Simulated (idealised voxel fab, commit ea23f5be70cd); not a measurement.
Process module, titled voxel ribs on slabs
Square cell edge 5 nm, section width 250 nm, ID cut.
Cross-section format: a grid of square cells, given as bands from top to bottom; each band is one or more rows of cells.
Top, bottom (nm), then materials left to right with widths (nm); lone material tagged "full width" fills the whole band edge to edge; "air" = empty space.
Note: height 0 marks the level under which the wafer is uniformly one material as received. Lowest band unbounded below, written "0 -> down".
You'd read "30->40" like this: the band's top row of cells is as wide as the first number, its bottom row is as wide as the second, and going down, every row changes width by the same amount as the row before did.
Reading "left unchanged" for a step: not a cell of the cross-section changed in it.
The label "Closed cavity list" introduces a list of the empty spaces, 8 cells or larger, that have no open way up to the top; each entry in it reads width x height at distance, where the distance is taken from the left edge and all three are stated in nm.
Note: text after step settings on the step line = simulator remark on that step.
"overlay nm" denotes, for a step that has a mask, the displacement of the mask to the right of its planned place, with negative values corresponding to the left.

Listed below are the process steps as planned
- 1: RECEIVE | material Si
- 2: DIRECTIONAL_DEP | material SiO2 | thk nm 20
- 3: DIRECTIONAL_DEP | material polySi | thk nm 10
- 4: MASKED_ETCH | tone cover | mask id RIB | width nm 20 | etch materials polySi | depth nm 5 | overlay nm 0
- 5: DIRECTIONAL_DEP | material aC | thk nm 10
- 6: PATTERN | tone cover | mask id SLAB | material resist | width nm 80 | thk nm 30 | overlay nm 0
- 7: DIRECTIONAL_ETCH | etch materials aC | depth nm 10
- 8: STRIP | etch materials resist
- 9: DIRECTIONAL_ETCH | etch materials polySi | depth nm 15
- 10: STRIP | etch materials aC
- 11: FILL_DEP | material SiO2 | thk nm 30
- 12: CMP | height nm 60
- 13: DIRECTIONAL_DEP | material W | thk nm 5
- 14: MASKED_ETCH | tone cover | mask id HEATER | width nm 30 | etch materials W | depth nm 5 | overlay nm 0
- 15: CONFORMAL_DEP | material SiN | thk nm 10
Heads up: all these wafers start the same, and what changes between them is the thk nm in step 3. The value you see in the plan is just what the first wafer got.

Incoming state of the first of several wafers in cross-section: after step 1
	0 -> down  Si full width
	Closed cavity list: none

Cross-section of the first of several wafers once the module has run through its last step, step 15
	75 -> 70  100 of air, then 50 of SiN, then 100 of air
	70 -> 65  SiN full width
	65 -> 60  110 of SiN, then 30 of W, then 110 of SiN
	60 -> 30  SiO2 full width
	30 -> 20  115->85 of SiO2, then 20->80 of polySi, then 115->85 of SiO2
	20 -> 0  SiO2 full width
	0 -> down  Si full width
	Closed cavity list: none

Cross-sectional view, end of module, last wafer of several
	75 -> 70  100 of air, then 50 of SiN, then 100 of air
	70 -> 65  SiN full width
	65 -> 60  110 of SiN, then 30 of W, then 110 of SiN
	60 -> 55  SiO2 full width
	55 -> 50  115 of SiO2, then 20 of polySi, then 115 of SiO2
	50 -> 35  85 of SiO2, then 80 of polySi, then 85 of SiO2
	35 -> 20  polySi full width
	20 -> 0  SiO2 full width
	0 -> down  Si full width
	Closed cavity list: none

Wafer rows, end of module: cells per material gained (+) or lost (-) since receipt; closed voids last
thk nm 10; +104 SiN; +580 SiO2; +6 W; +20 polySi; Closed cavity list: none
thk nm 15; +104 SiN; +564 SiO2; +6 W; +36 polySi; Closed cavity list: none
thk nm 20; +104 SiN; +548 SiO2; +6 W; +52 polySi; Closed cavity list: none
thk nm 25; +104 SiN; +498 SiO2; +6 W; +102 polySi; Closed cavity list: none
thk nm 30; +104 SiN; +448 SiO2; +6 W; +152 polySi; Closed cavity list: none
thk nm 35; +104 SiN; +398 SiO2; +6 W; +202 polySi; Closed cavity list: none
